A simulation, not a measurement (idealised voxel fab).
Process module, titled voxel tone inversion
Cross-section cut spans 205 nm and uses square cells 5 nm in size.
Cross-section format: a grid of square cells, given as bands from top to bottom; each band is one or more rows of cells. Read a band's entry like this: the first values are the height of its top and the height of its bottom in nm, and what follows is the sequence of materials from left to right, each with its width in nm. Note that "blank" is empty space, and that a single material marked "full width" reaches across the band from edge to edge. Counting heights begins at 0, where everything beneath is, in the wafer as received, one material. The lowest band has no bottom; it goes on downwards, as "0..down" shows. With a width like "30..40", each row of cells in the band differs from the next by the same amount, the top row carrying the first number and the bottom row the second. The cross-section has no changed cell in any step marked "nothing different". Each empty space that has no open way to the top and spans at least 8 cells appears under "Trapped cavities" as width x height at distance, the distance counted from the left edge, all in nm. Past the settings on a step's line: simulator remark, on that step. If you see "overlay nm" on a step's line and that step has a mask, it's telling you how far right of where it was planned the mask ended up; a negative number means it went left instead.

-- Process steps foreseen in the plan
1: RECEIVE | material Si
2: CONFORMAL_DEP | material SiCN | thk nm 5
3: DIRECTIONAL_DEP | material aC | thk nm 25
4: PATTERN | tone cover | mask id POSTS | material resist | width nm 25 | pitch nm 40 | thk nm 35 | overlay nm 0
5: DIRECTIONAL_ETCH | etch materials aC | depth nm 25
6: STRIP | etch materials resist
7: FILL_DEP | material lowk | thk nm 10
8: CMP | height nm 30
9: STRIP | etch materials aC
10: CONFORMAL_DEP | material TiN | thk nm 5
11: FILL_DEP | material Cu | thk nm 5
12: CMP | height nm 30
13: CONFORMAL_DEP | material SiN | thk nm 5

-- Cross-section, incoming material, after step 1
  0..down: Si full width
  Trapped cavities: none

-- Here's the wafer cut in cross-section after the module, started and planned just like above, except one thing was done wrong in the run
  35..30: SiN full width
  30..25: SiCN full width
  25..0: aC full width
  0..down: Si full width
  Trapped cavities: none
It is concluded that the wafer was processed incorrectly with respect to the plan, in that steps 2 and 3 run out of order (swapped)
